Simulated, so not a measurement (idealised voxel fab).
process module | voxel wiring stack
cross-section cut | 260 nm wide | cells 5 nm
A cross-section is a grid of square cells, given in bands from the top down. A band is one or more rows of cells.
Each band's line starts with the height of the band's top and of its bottom, in nm. Then come its materials from left to right, each with its width in nm. One material with "throughout" fills the band from edge to edge. "air" is empty space.
Height 0 is the level under which the wafer as received is all one material. The lowest band goes on downwards, as in "0 down".
A width such as "30 to 40" changes by the same amount from each row of cells to the next, from the band's top row to its bottom row.
"no change" after a step means that no cell of the cross-section changed.
closed voids: empty space of 8 cells or more with no open way to the top, each as width x height at its distance from the left edge, in nm
after a step's settings: what the simulator itself notes on the step
overlay nm, on a step with a mask: how far to the right of its planned place the mask lay; to the left if negative
plan
1 op RECEIVE | material Si
2 op CONFORMAL_DEP | material SiO2 | thk nm 15
3 op DIRECTIONAL_DEP | material TiN | thk nm 5
4 op DIRECTIONAL_DEP | material Ru | thk nm 25
5 op PATTERN | tone cover | mask id METAL_1 | material resist | width nm 20 | pitch nm 50 | thk nm 20 | overlay nm 0
6 op DIRECTIONAL_ETCH | etch materials Ru | depth nm 25
7 op DIRECTIONAL_ETCH | etch materials TiN | depth nm 5
8 op STRIP | etch materials resist
9 op FILL_DEP | material lowk | thk nm 10
10 op CMP | height nm 45
11 op CONFORMAL_DEP | material SiCN | thk nm 5
12 op DIRECTIONAL_DEP | material lowk | thk nm 25
13 op DIRECTIONAL_DEP | material aC | thk nm 15
14 op PATTERN | tone open | mask id METAL_2_HOLES | material resist | width nm 15 | thk nm 35 | overlay nm 0
15 op DIRECTIONAL_ETCH | etch materials aC | depth nm 15
16 op STRIP | etch materials resist
17 op DIRECTIONAL_ETCH | etch materials lowk | depth nm 25
18 op STRIP | etch materials aC
19 op PATTERN | tone open | mask id METAL_2 | material resist | width nm 20 | pitch nm 50 | thk nm 15 | overlay nm 0
20 op DIRECTIONAL_ETCH | etch materials lowk | depth nm 15
21 op DIRECTIONAL_ETCH | etch materials SiCN | depth nm 5
22 op STRIP | etch materials resist
23 op CONFORMAL_DEP | material TiN | thk nm 5
24 op FILL_DEP | material Cu | thk nm 5
25 op CMP | height nm 75
26 op CONFORMAL_DEP | material SiCN | thk nm 5
27 op DIRECTIONAL_DEP | material SiO2 | thk nm 30
28 op DIRECTIONAL_DEP | material aC | thk nm 15
29 op PATTERN | tone open | mask id METAL_3_HOLES | material resist | width nm 15 | thk nm 35 | overlay nm 0
30 op DIRECTIONAL_ETCH | etch materials aC | depth nm 15
31 op STRIP | etch materials resist
32 op DIRECTIONAL_ETCH | etch materials SiO2 | depth nm 30
33 op STRIP | etch materials aC
34 op DIRECTIONAL_DEP | material aC | thk nm 10
35 op PATTERN | tone open | mask id METAL_3 | material resist | width nm 20 | pitch nm 50 | thk nm 30 | overlay nm 0
36 op DIRECTIONAL_ETCH | etch materials aC | depth nm 10
37 op STRIP | etch materials resist
38 op DIRECTIONAL_ETCH | etch materials SiO2 | depth nm 15
39 op DIRECTIONAL_ETCH | etch materials SiCN | depth nm 5
40 op STRIP | etch materials aC
41 op CONFORMAL_DEP | material TiN | thk nm 5
42 op FILL_DEP | material Cu | thk nm 10
43 op CMP | height nm 110
44 op CONFORMAL_DEP | material SiCN | thk nm 5
45 op DIRECTIONAL_DEP | material lowk | thk nm 15
46 op MASKED_ETCH | tone open | mask id PLUG_3 | width nm 15 | etch materials lowk | depth nm 15 | overlay nm 0
47 op MASKED_ETCH | tone open | mask id PLUG_3 | width nm 15 | etch materials SiCN | depth nm 5 | overlay nm 0
48 op EPI | material Ru | thk nm 10
49 op EPI | material Ru | thk nm 10
50 op DIRECTIONAL_DEP | material TiN | thk nm 5
51 op DIRECTIONAL_DEP | material Ru | thk nm 15
52 op DIRECTIONAL_DEP | material aC | thk nm 15
53 op PATTERN | tone cover | mask id METAL_4 | material resist | width nm 20 | pitch nm 50 | thk nm 35 | overlay nm 0
54 op DIRECTIONAL_ETCH | etch materials aC | depth nm 15
55 op STRIP | etch materials resist
56 op DIRECTIONAL_ETCH | etch materials Ru | depth nm 15
57 op DIRECTIONAL_ETCH | etch materials TiN | depth nm 5
58 op STRIP | etch materials aC
59 op FILL_DEP | material lowk | thk nm 5
60 op CMP | height nm 150
61 op CONFORMAL_DEP | material SiN | thk nm 5
as received, after step 1
  0 down: Si throughout
  closed voids: none
first wafer at the end, as planned
  155 to 150: SiN throughout
  150 to 135: lowk 95 | Ru 20 | lowk 30 | Ru 20 | lowk 95
  135 to 130: lowk 95 | TiN 20 | lowk 30 | TiN 20 | lowk 95
  130 to 115: lowk 95 | Ru 15 | lowk 150
  115 to 110: SiCN 95 | Ru 15 | SiCN 150
  110 to 100: SiO2 95 | TiN 5 | Cu 10 | TiN 5 | SiO2 30 | TiN 5 | Cu 10 | TiN 5 | SiO2 95
  100 to 95: SiO2 95 | TiN 5 | Cu 5 | TiN 10 | SiO2 30 | TiN 20 | SiO2 95
  95 to 80: SiO2 95 | TiN 5 | Cu 5 | TiN 5 | SiO2 150
  80 to 75: SiCN 95 | TiN 15 | SiCN 150
  75 to 65: lowk 95 | TiN 5 | Cu 10 | TiN 5 | lowk 30 | TiN 5 | Cu 10 | TiN 5 | lowk 95
  65 to 60: lowk 95 | TiN 5 | Cu 5 | TiN 10 | lowk 30 | TiN 20 | lowk 95
  60 to 50: lowk 95 | TiN 5 | Cu 5 | TiN 5 | lowk 150
  50 to 45: SiCN 95 | TiN 15 | SiCN 150
  45 to 20: lowk 95 | Ru 20 | lowk 30 | Ru 20 | lowk 95
  20 to 15: lowk 95 | TiN 20 | lowk 30 | TiN 20 | lowk 95
  15 to 0: SiO2 throughout
  0 down: Si throughout
  closed voids: none
second wafer at the end: like start, like plan, one mistake
  155 to 150: SiN throughout
  150 to 135: lowk 95 | Ru 20 | lowk 30 | Ru 20 | lowk 95
  135 to 130: lowk 95 | TiN 20 | lowk 30 | TiN 20 | lowk 95
  130 to 115: lowk 95 | Ru 15 | lowk 150
  115 to 110: SiCN 95 | Ru 15 | SiCN 150
  110 to 100: SiO2 95 | TiN 5 | Cu 15 | TiN 5 | SiO2 25 | TiN 5 | Cu 15 | TiN 5 | SiO2 90
  100 to 95: SiO2 95 | TiN 5 | Cu 5 | TiN 15 | SiO2 25 | TiN 25 | SiO2 90
  95 to 80: SiO2 95 | TiN 5 | Cu 5 | TiN 5 | SiO2 150
  80 to 75: SiCN 95 | TiN 15 | SiCN 150
  75 to 65: lowk 95 | TiN 5 | Cu 10 | TiN 5 | lowk 30 | TiN 5 | Cu 10 | TiN 5 | lowk 95
  65 to 60: lowk 95 | TiN 5 | Cu 5 | TiN 10 | lowk 30 | TiN 20 | lowk 95
  60 to 50: lowk 95 | TiN 5 | Cu 5 | TiN 5 | lowk 150
  50 to 45: SiCN 95 | TiN 15 | SiCN 150
  45 to 20: lowk 95 | Ru 20 | lowk 30 | Ru 20 | lowk 95
  20 to 15: lowk 95 | TiN 20 | lowk 30 | TiN 20 | lowk 95
  15 to 0: SiO2 throughout
  0 down: Si throughout
  closed voids: none
what went wrong: step 35 ran as: op PATTERN | tone open | mask id METAL_3 | material resist | width nm 25 | pitch nm 50 | thk nm 30 | overlay nm 0
at the end the second wafer has, in cells: 4 more of Cu | 6 fewer of SiO2 | 2 more of TiN
